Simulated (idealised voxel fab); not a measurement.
Process module heading - voxel self aligned vias
Cross-section cut: width 155 nm, square cells of 5 nm.
Format of a cross-section: grid, square cells. Given as bands. Order: top down. Band: one or more rows of cells.
It is stipulated that each band's entry specify, in nanometres, the height of the top of the band and then that of its bottom, followed by the materials of the band in left-to-right sequence, each together with its width in nanometres. A single material marked by the word "all across" is understood to fill the band from edge to edge; the word "air" is understood to denote empty space.
Heights are measured from 0, the level below which the as-received wafer is all one material; the lowest band has no bottom and continues downward, written as in "0 down".
Graded width ("30..40"): value in top row of band = first number; value in bottom row = second number; row-to-row change constant.
Reading "nothing altered" for a step: not a cell of the cross-section changed in it.
You'll see "Closed void table" listing empty spaces that have no way open to the top, as long as they're 8 cells or more; the notation is width x height at distance, where the distance is from the left edge, and all of it is in nm.
The remark found on a step's line after its settings is issued by the simulator itself and pertains to that step.
Among the settings permitted on a step's line is "overlay nm"; applied to a step with a mask, it specifies the extent to which the mask lay to the right of its planned position, whereas a negative figure signifies a position to the left.

Planned process steps:
| 1 | op RECEIVE | material Si |
| 2 | op CONFORMAL_DEP | material SiO2 | thk nm 10 |
| 3 | op CONFORMAL_DEP | material SiCN | thk nm 5 |
| 4 | op DIRECTIONAL_DEP | material lowk | thk nm 25 |
| 5 | op DIRECTIONAL_DEP | material aC | thk nm 15 |
| 6 | op PATTERN | tone open | mask id LINES | material resist | width nm 20 | pitch nm 70 | thk nm 35 | overlay nm 0 |
| 7 | op DIRECTIONAL_ETCH | etch materials aC | depth nm 15 |
| 8 | op STRIP | etch materials resist |
| 9 | op DIRECTIONAL_ETCH | etch materials lowk | depth nm 25 |
| 10 | op STRIP | etch materials aC |
| 11 | op CONFORMAL_DEP | material TiN | thk nm 5 |
| 12 | op FILL_DEP | material Ru | thk nm 5 |
| 13 | op CMP | height nm 40 |
| 14 | op SELECTIVE_ETCH | etch materials W Ru TiN | depth nm 5 |
| 15 | op FILL_DEP | material SiN | thk nm 10 |
| 16 | op CMP | height nm 40 |
| 17 | op DIRECTIONAL_DEP | material lowk | thk nm 15 |
| 18 | op MASKED_ETCH | tone open | mask id VIAS | width nm 40 | etch materials lowk | depth nm 15 | overlay nm 0 |
| 19 | op MASKED_ETCH | tone open | mask id VIAS | width nm 40 | etch materials SiN | depth nm 5 | overlay nm -5 |
| 20 | op CONFORMAL_DEP | material TiN | thk nm 5 |
| 21 | op FILL_DEP | material Cu | thk nm 10 |
| 22 | op CMP | height nm 55 |
| 23 | op CONFORMAL_DEP | material SiN | thk nm 5 |
The wafers in this document start out alike and differ in the overlay nm applied at step 19; the plan shows the value used for the first wafer.

So this is the first of several wafers, cross-sectioned as it came to us, meaning it's at the end of step 1:
	0 down | Si all across
	Closed void table: none

Once step 23, the last step, is complete, the module is at its end; this is the cross-section of the first of several wafers:
	60 to 55 | SiN all across
	55 to 45 | lowk=20 | TiN=5 | Cu=30 | TiN=5 | lowk=95
	45 to 40 | lowk=20 | TiN=15 | Cu=10 | TiN=15 | lowk=95
	40 to 35 | lowk=30 | TiN=20 | lowk=50 | SiN=20 | lowk=35
	35 to 20 | lowk=30 | TiN=5 | Ru=10 | TiN=5 | lowk=50 | TiN=5 | Ru=10 | TiN=5 | lowk=35
	20 to 15 | lowk=30 | TiN=20 | lowk=50 | TiN=20 | lowk=35
	15 to 10 | SiCN all across
	10 to 0 | SiO2 all across
	0 down | Si all across
	Closed void table: none

Module end, final wafer: cross-section:
	60 to 55 | SiN all across
	55 to 45 | lowk=20 | TiN=5 | Cu=30 | TiN=5 | lowk=95
	45 to 40 | lowk=20 | TiN=20 | Cu=5 | TiN=15 | lowk=95
	40 to 35 | lowk=30 | SiN=5 | TiN=15 | lowk=50 | SiN=20 | lowk=35
	35 to 20 | lowk=30 | TiN=5 | Ru=10 | TiN=5 | lowk=50 | TiN=5 | Ru=10 | TiN=5 | lowk=35
	20 to 15 | lowk=30 | TiN=20 | lowk=50 | TiN=20 | lowk=35
	15 to 10 | SiCN all across
	10 to 0 | SiO2 all across
	0 down | Si all across
	Closed void table: none

Basically each wafer gets a line in the table, showing it at the end of the module: material by material, the cells it gained (+) or lost (-) since we got it, then its closed voids:
overlay nm -5, +14 Cu, +12 Ru, +31 SiCN, +35 SiN, +62 SiO2, +34 TiN, +184 lowk, Closed void table: none
overlay nm 0, +14 Cu, +12 Ru, +31 SiCN, +35 SiN, +62 SiO2, +34 TiN, +184 lowk, Closed void table: none
overlay nm 5, +14 Cu, +12 Ru, +31 SiCN, +35 SiN, +62 SiO2, +34 TiN, +184 lowk, Closed void table: none
overlay nm 10, +14 Cu, +12 Ru, +31 SiCN, +35 SiN, +62 SiO2, +34 TiN, +184 lowk, Closed void table: none
overlay nm 15, +13 Cu, +12 Ru, +31 SiCN, +36 SiN, +62 SiO2, +34 TiN, +184 lowk, Closed void table: none
